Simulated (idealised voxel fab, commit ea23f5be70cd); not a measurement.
The document below concerns the process module designated voxel released beams.
We display cut, a cross-section 205 nm in width whose square cells are each 5 nm.
Cross-section spec: square-cell grid; bands listed top down; each band is one or more rows. Heights first: top, then bottom, in nm. Then materials, left to right, each with a width in nm. "all across" on a single material: fills the band edge to edge. "air": empty space. A quick word on heights: they are counted from 0, and under that level the wafer as it came to us is one material throughout. The lowest band is different from the rest in having no bottom; it simply continues downward, written as in "0 nm and below". The two numbers in a width such as "30..40" mark its ends across the band: the first belongs to the top row of cells, the second to the bottom row, and from each row to the next the width moves by the same amount. The cross-section has no changed cell in any step marked "no alterations made". For the entry "Closed void listing", the listed items are empty spaces with no open way to the top whose size is 8 cells or more; each item follows the pattern width x height at distance, where distance is from the left edge and all three are in nm. Step line, after settings: the simulator's comment on this step. On any step carrying a mask, the "overlay nm" setting, if present on the step's line, tells how far right of its planned place the mask lay; negative values point to the left.

-- The process steps that were planned are listed below
step 1: op RECEIVE | material Si
step 2: op CONFORMAL_DEP | material SiN | thk nm 10
step 3: op DIRECTIONAL_DEP | material SiO2 | thk nm 15
step 4: op DIRECTIONAL_DEP | material aC | thk nm 10
step 5: op PATTERN | tone open | mask id ANCHOR | material resist | width nm 25 | thk nm 30 | overlay nm 0
step 6: op DIRECTIONAL_ETCH | etch materials aC | depth nm 10
step 7: op STRIP | etch materials resist
step 8: op DIRECTIONAL_ETCH | etch materials SiO2 | depth nm 15
step 9: op STRIP | etch materials aC
step 10: op CONFORMAL_DEP | material W | thk nm 10
step 11: op DIRECTIONAL_DEP | material aC | thk nm 15
step 12: op PATTERN | tone cover | mask id BEAM | material resist | width nm 90 | thk nm 35 | overlay nm 0
step 13: op DIRECTIONAL_ETCH | etch materials aC | depth nm 15
step 14: op STRIP | etch materials resist
step 15: op DIRECTIONAL_ETCH | etch materials W | depth nm 10
step 16: op STRIP | etch materials aC
step 17: op STRIP | etch materials SiO2

-- Cross-section, incoming material, after step 1
    0 nm and below = Si all across
    Closed void listing: none

-- End state of the module in cross-section, given the above starting point and plan and one mistake in execution
    35 nm to 25 nm = 55 nm air / 90 nm W / 60 nm air
    25 nm to 15 nm = SiN all across
    15 nm to 0 nm = SiO2 all across
    0 nm and below = Si all across
    Closed void listing: none
Deviation from plan: it was found that steps 2 and 3 of the process plan had been performed in exchanged positions
